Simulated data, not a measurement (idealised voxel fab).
Process module, titled voxel local oxidation
Cross-sectional view cut (width: 210 nm; square cell size: 5 nm).
A cross-section in this document is a grid of square cells, and it is written down as bands, the top band listed before the ones below it; a band is made up of one or more rows of cells. Basically the band line says how high the top is and how high the bottom is, in nm, and then what's in it from left to right, every material with its width in nm. Empty space shows up as "air", and if a single material carries "full width" it runs the full band edge to edge. Height 0 is the level under which the wafer as received is all one material. The lowest band goes on downwards, as in "0..down". The notation "30 to 40" denotes a width that varies across the rows of cells in the band, beginning at the first number in the top row, finishing at the second number in the bottom row, and changing by an identical amount from each row to the next. Take "nothing different" at face value: in the step it is given for, the cross-section changed in none of its cells. "Catalogued sealed voids" means: voids of 8 cells or more that are shut off from the top with no open way through. Written width x height at distance, distance from the left edge, in nm. Read whatever lies past the settings on a step's line as the simulator's own remark about the step. The optional step-line setting "overlay nm" applies to steps with a mask and quantifies how far to the right of its planned location the mask lay, a negative value indicating leftward placement.

Planned process steps
step 1: RECEIVE [material Si]
step 2: CONFORMAL_DEP [material SiO2] [thk nm 5]
step 3: CONFORMAL_DEP [material SiN] [thk nm 10]
step 4: DIRECTIONAL_DEP [material aC] [thk nm 10]
step 5: PATTERN [tone cover] [mask id ACTIVE] [material resist] [width nm 115] [thk nm 25] [overlay nm 0]
step 6: DIRECTIONAL_ETCH [etch materials aC] [depth nm 10]
step 7: STRIP [etch materials resist]
step 8: DIRECTIONAL_ETCH [etch materials SiN] [depth nm 10]
step 9: STRIP [etch materials aC]
step 10: SELECTIVE_ETCH [etch materials SiO2] [depth nm 5]
step 11: OXIDIZE [depth nm 15]
step 12: STRIP [etch materials SiN]
Variable across wafers: step 5 width nm (plan value is that of the first wafer; starting state common to all).

Cross-section of the first of several received wafers, showing its state after step 1
* 0..down: Si full width
* Catalogued sealed voids: none

For your reference, the table is organized with a row per wafer; each row reflects the wafer at the end of the module, indicating for each material the cells gained (+) or lost (-) since receipt, and thereafter its closed voids
width nm 115; -81 Si; +102 SiO2; Catalogued sealed voids: none
width nm 120; -78 Si; +100 SiO2; Catalogued sealed voids: none
width nm 125; -75 Si; +98 SiO2; Catalogued sealed voids: none
width nm 130; -72 Si; +96 SiO2; Catalogued sealed voids: none
width nm 135; -69 Si; +94 SiO2; Catalogued sealed voids: none
width nm 140; -66 Si; +92 SiO2; Catalogued sealed voids: none
